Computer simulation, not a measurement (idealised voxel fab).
You're looking at the process module voxel double patterning.
It is cross-section cut that appears here, measuring 220 nm in width, its square cells being 5 nm in size.
Notation: cross-section as square-cell grid; stated in bands, top first, going down; one or more cell rows per band. Heights first: top, then bottom, in nm. Then materials, left to right, each with a width in nm. "all across" on a single material: fills the band edge to edge. "empty": empty space. Zero point of the height axis is 0; under it, received wafer = one material. Lowest band: continues down indefinitely, "0 -> down". The expression "30 to 40" gives the width at the extremes of the band, the first number at its top row of cells and the second at its bottom row, with the width changing by equal amounts from each row to the next in between. When a step is marked "same as before", none of the cells in the cross-section changed during that step. Enclosed voids (no open way to top), threshold 8 cells or more, entry "Completely sealed voids", notation width x height at distance, distance from left edge, nm. What comes after the settings on a step's line is commentary from the simulator itself on that step. overlay nm: for a step with a mask, the amount by which the mask lay right of where it was planned; a negative amount means left of it.
So here's the lineup of process steps we planned:
1. RECEIVE with material Si
2. CONFORMAL_DEP with material SiO2, thk nm 10
3. DIRECTIONAL_DEP with material TiN, thk nm 20
4. DIRECTIONAL_DEP with material SiCN, thk nm 5
5. MASKED_ETCH with tone open, mask id FIRST, width nm 15, pitch nm 50, etch materials SiCN, depth nm 5, overlay nm 0
6. DIRECTIONAL_DEP with material aC, thk nm 15
7. PATTERN with tone open, mask id SECOND, material resist, width nm 15, pitch nm 50, thk nm 35, overlay nm 0
8. DIRECTIONAL_ETCH with etch materials aC, depth nm 15
9. STRIP with etch materials resist
10. DIRECTIONAL_ETCH with etch materials SiCN, depth nm 5
11. STRIP with etch materials aC
12. DIRECTIONAL_ETCH with etch materials TiN, depth nm 20
13. STRIP with etch materials SiCN
First of two wafers, processed according to plan:
The cross-section here shows the wafer as received, i.e. in its state after step 1:
    0 -> down: Si all across
    Completely sealed voids: none
State of the wafer after step 2, shown in cross-section:
    10 -> 0: SiO2 all across
    Under the height 0 nothing was changed.
State of the wafer after step 3, shown in cross-section:
    30 -> 10: TiN all across
    Under the height 10 nothing was changed.
State of the wafer after step 4, shown in cross-section:
    35 -> 30: SiCN all across
    Under the height 30 nothing was changed.
State of the wafer after step 5, shown in cross-section:
    35 -> 30: 50 nm SiCN  15 nm empty  35 nm SiCN  15 nm empty  35 nm SiCN  15 nm empty  55 nm SiCN
    Under the height 30 nothing was changed.
State of the wafer after step 6, shown in cross-section:
    50 -> 45: 50 nm aC  15 nm empty  35 nm aC  15 nm empty  35 nm aC  15 nm empty  55 nm aC
    45 -> 35: aC all across
    35 -> 30: 50 nm SiCN  15 nm aC  35 nm SiCN  15 nm aC  35 nm SiCN  15 nm aC  55 nm SiCN
    Under the height 30 nothing was changed.
State of the wafer after step 7, shown in cross-section:
    85 -> 50: 75 nm resist  15 nm empty  35 nm resist  15 nm empty  80 nm resist
    50 -> 45: 50 nm aC  15 nm resist  35 nm aC  15 nm resist  35 nm aC  15 nm resist  55 nm aC
    Under the height 45 nothing was changed.
State of the wafer after step 8, shown in cross-section:
    70 -> 50: 75 nm resist  15 nm empty  35 nm resist  15 nm empty  80 nm resist
    50 -> 45: 50 nm aC  15 nm resist  10 nm aC  15 nm empty  10 nm aC  15 nm resist  10 nm aC  15 nm empty  10 nm aC  15 nm resist  55 nm aC
    45 -> 35: 75 nm aC  15 nm empty  35 nm aC  15 nm empty  80 nm aC
    Under the height 35 nothing was changed.
State of the wafer after step 9, shown in cross-section:
    50 -> 45: 50 nm aC  15 nm empty  10 nm aC  15 nm empty  10 nm aC  15 nm empty  10 nm aC  15 nm empty  10 nm aC  15 nm empty  55 nm aC
    Under the height 45 nothing was changed.
State of the wafer after step 10, shown in cross-section:
    50 -> 45: 50 nm aC  15 nm empty  10 nm aC  15 nm empty  10 nm aC  15 nm empty  10 nm aC  15 nm empty  10 nm aC  15 nm empty  55 nm aC
    45 -> 35: 75 nm aC  15 nm empty  35 nm aC  15 nm empty  80 nm aC
    35 -> 30: 50 nm SiCN  15 nm aC  10 nm SiCN  15 nm empty  10 nm SiCN  15 nm aC  10 nm SiCN  15 nm empty  10 nm SiCN  15 nm aC  55 nm SiCN
    Under the height 30 nothing was changed.
State of the wafer after step 11, shown in cross-section:
    35 -> 30: 50 nm SiCN  15 nm empty  10 nm SiCN  15 nm empty  10 nm SiCN  15 nm empty  10 nm SiCN  15 nm empty  10 nm SiCN  15 nm empty  55 nm SiCN
    Under the height 30 nothing was changed.
State of the wafer after step 12, shown in cross-section:
    35 -> 30: 50 nm SiCN  15 nm empty  10 nm SiCN  15 nm empty  10 nm SiCN  15 nm empty  10 nm SiCN  15 nm empty  10 nm SiCN  15 nm empty  55 nm SiCN
    30 -> 10: 50 nm TiN  15 nm empty  10 nm TiN  15 nm empty  10 nm TiN  15 nm empty  10 nm TiN  15 nm empty  10 nm TiN  15 nm empty  55 nm TiN
    Under the height 10 nothing was changed.
State of the wafer after step 13, shown in cross-section:
    30 -> 10: 50 nm TiN  15 nm empty  10 nm TiN  15 nm empty  10 nm TiN  15 nm empty  10 nm TiN  15 nm empty  10 nm TiN  15 nm empty  55 nm TiN
    Under the height 10 nothing was changed.
The remaining wafer, second of the two, started like the first and was run to the same plan, except that one mistake was made along the way; the two coincide through step 6, inclusive:
Cross-section of the second wafer at the time by which step 7 should have been completed according to the plan:
    85 -> 50: 75 nm empty  15 nm resist  35 nm empty  15 nm resist  80 nm empty
    Under the height 50 nothing was changed.
Cross-section of the second wafer at the time by which step 8 should have been completed according to the plan:
    70 -> 50: 75 nm empty  15 nm resist  35 nm empty  15 nm resist  80 nm empty
    50 -> 35: 75 nm empty  15 nm aC  35 nm empty  15 nm aC  80 nm empty
    35 -> 30: 50 nm SiCN  15 nm empty  35 nm SiCN  15 nm empty  35 nm SiCN  15 nm empty  55 nm SiCN
    Under the height 30 nothing was changed.
Cross-section of the second wafer at the time by which step 9 should have been completed according to the plan:
    50 -> 35: 75 nm empty  15 nm aC  35 nm empty  15 nm aC  80 nm empty
    Under the height 35 nothing was changed.
Cross-section of the second wafer at the time by which step 10 should have been completed according to the plan:
    50 -> 35: 75 nm empty  15 nm aC  35 nm empty  15 nm aC  80 nm empty
    35 -> 30: 75 nm empty  15 nm SiCN  35 nm empty  15 nm SiCN  80 nm empty
    Under the height 30 nothing was changed.
Cross-section of the second wafer at the time by which step 11 should have been completed according to the plan:
    35 -> 30: 75 nm empty  15 nm SiCN  35 nm empty  15 nm SiCN  80 nm empty
    Under the height 30 nothing was changed.
Cross-section of the second wafer at the time by which step 12 should have been completed according to the plan:
    35 -> 30: 75 nm empty  15 nm SiCN  35 nm empty  15 nm SiCN  80 nm empty
    30 -> 10: 75 nm empty  15 nm TiN  35 nm empty  15 nm TiN  80 nm empty
    Under the height 10 nothing was changed.
Cross-section of the second wafer at the time by which step 13 should have been completed according to the plan:
    30 -> 10: 75 nm empty  15 nm TiN  35 nm empty  15 nm TiN  80 nm empty
    Under the height 10 nothing was changed.
Run error: the process deviated at step 7: the operation and settings actually run there were PATTERN with tone cover, mask id SECOND, material resist, width nm 15, pitch nm 50, thk nm 35, overlay nm 0
Cell-count delta at end, second wafer over first, by material: TiN: 92 fewer
